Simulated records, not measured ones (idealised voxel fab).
The document below concerns the process module designated voxel self aligned contacts.
Section cut is 285 nm wide and gridded with 5 nm square cells.
Notation: cross-section as square-cell grid; stated in bands, top first, going down; one or more cell rows per band.
Quick guide to a band line: top height, bottom height (nm) up front; then every material left to right with its width in nm. Only one material and it's marked "everywhere"? Then it fills the band edge to edge. And "air" just means empty space.
The level at which height equals 0 is the one under which the wafer, as it arrives, is entirely one material. No lower edge exists for the bottom band, which continues downward and is notated as in "0 -> down".
A width given as "30..40" starts at the first number in the band's top row and ends at the second number in its bottom row, shifting by an equal amount at every step from row to row.
Key: "everything unchanged" - step with no changed cell in the cross-section.
Closed empty spaces (no open way to the top) of 8 cells or more are what "Sealed cavities" lists, each as width x height at distance from the left edge, nm for all three.
On a step's line, text after the settings is the simulator commenting on that step.
The optional step-line setting "overlay nm" applies to steps with a mask and quantifies how far to the right of its planned location the mask lay, a negative value indicating leftward placement.
### Set out below are the planned steps of the process
step 1: RECEIVE,material Si
step 2: OXIDIZE,depth nm 5
step 3: DIRECTIONAL_DEP,material polySi,thk nm 30
step 4: DIRECTIONAL_DEP,material SiN,thk nm 25
step 5: PATTERN,tone cover,mask id GATE,material resist,width nm 35,pitch nm 75,thk nm 20,overlay nm 0
step 6: DIRECTIONAL_ETCH,etch materials SiN,depth nm 25
step 7: DIRECTIONAL_ETCH,etch materials polySi,depth nm 30
step 8: STRIP,etch materials resist
step 9: CONFORMAL_DEP,material SiN,thk nm 10
step 10: DIRECTIONAL_ETCH,etch materials SiN,depth nm 10
step 11: FILL_DEP,material SiO2,thk nm 20
step 12: CMP,height nm 65
step 13: PATTERN,tone open,mask id CONTACT,material resist,width nm 50,pitch nm 75,thk nm 15,overlay nm 0
step 14: DIRECTIONAL_ETCH,etch materials SiO2,depth nm 70
step 15: STRIP,etch materials resist
step 16: CONFORMAL_DEP,material TiN,thk nm 5
step 17: FILL_DEP,material W,thk nm 10
step 18: CMP,height nm 65
step 19: CONFORMAL_DEP,material SiN,thk nm 5
### Cross-section of the wafer at receipt, which is the condition after step 1
> 0 -> down | Si everywhere
> Sealed cavities: none
### The first of two wafers, cross-sectioned at the end of the module, with the run proceeding as planned
> 70 -> 65 | SiN everywhere
> 65 -> 55 | SiO2 80 nm, then TiN 5..20 nm, then W 40..10 nm, then TiN 5..20 nm, then SiO2 25 nm, then TiN 5..20 nm, then W 40..10 nm, then TiN 5..20 nm, then SiO2 80 nm
> 55 -> 30 | SiO2 40 nm, then SiN 55 nm, then TiN 5 nm, then W 10 nm, then TiN 5 nm, then SiN 55 nm, then TiN 5 nm, then W 10 nm, then TiN 5 nm, then SiN 55 nm, then SiO2 40 nm
> 30 -> 0 | SiO2 40 nm, then SiN 10 nm, then polySi 35 nm, then SiN 10 nm, then TiN 5 nm, then W 10 nm, then TiN 5 nm, then SiN 10 nm, then polySi 35 nm, then SiN 10 nm, then TiN 5 nm, then W 10 nm, then TiN 5 nm, then SiN 10 nm, then polySi 35 nm, then SiN 10 nm, then SiO2 40 nm
> 0 -> -5 | SiO2 95 nm, then TiN 20 nm, then SiO2 55 nm, then TiN 20 nm, then SiO2 95 nm
> -5 -> down | Si everywhere
> Sealed cavities: none
### This is the second of the two wafers, cross-sectioned at the end of the module; it started exactly like the first and was given the same plan, but it was run with one mistake
> 70 -> 65 | SiN everywhere
> 65 -> 55 | SiO2 70 nm, then TiN 5..30 nm, then W 40..10 nm, then TiN 5..10 nm, then SiO2 25 nm, then TiN 5..30 nm, then W 40..10 nm, then TiN 5..10 nm, then SiO2 90 nm
> 55 -> 30 | SiO2 40 nm, then SiN 55 nm, then TiN 5 nm, then W 10 nm, then TiN 5 nm, then SiN 55 nm, then TiN 5 nm, then W 10 nm, then TiN 5 nm, then SiN 55 nm, then SiO2 40 nm
> 30 -> 0 | SiO2 40 nm, then SiN 10 nm, then polySi 35 nm, then SiN 10 nm, then TiN 5 nm, then W 10 nm, then TiN 5 nm, then SiN 10 nm, then polySi 35 nm, then SiN 10 nm, then TiN 5 nm, then W 10 nm, then TiN 5 nm, then SiN 10 nm, then polySi 35 nm, then SiN 10 nm, then SiO2 40 nm
> 0 -> -5 | SiO2 95 nm, then TiN 20 nm, then SiO2 55 nm, then TiN 20 nm, then SiO2 95 nm
> -5 -> down | Si everywhere
> Sealed cavities: none
Run error: step 13 went in with a setting other than planned; the actual run was PATTERN,tone open,mask id CONTACT,material resist,width nm 50,pitch nm 75,thk nm 15,overlay nm -10
If you tally the cells, the second wafer ends up with the same amount of every material as the first; it's all just sitting in different places.
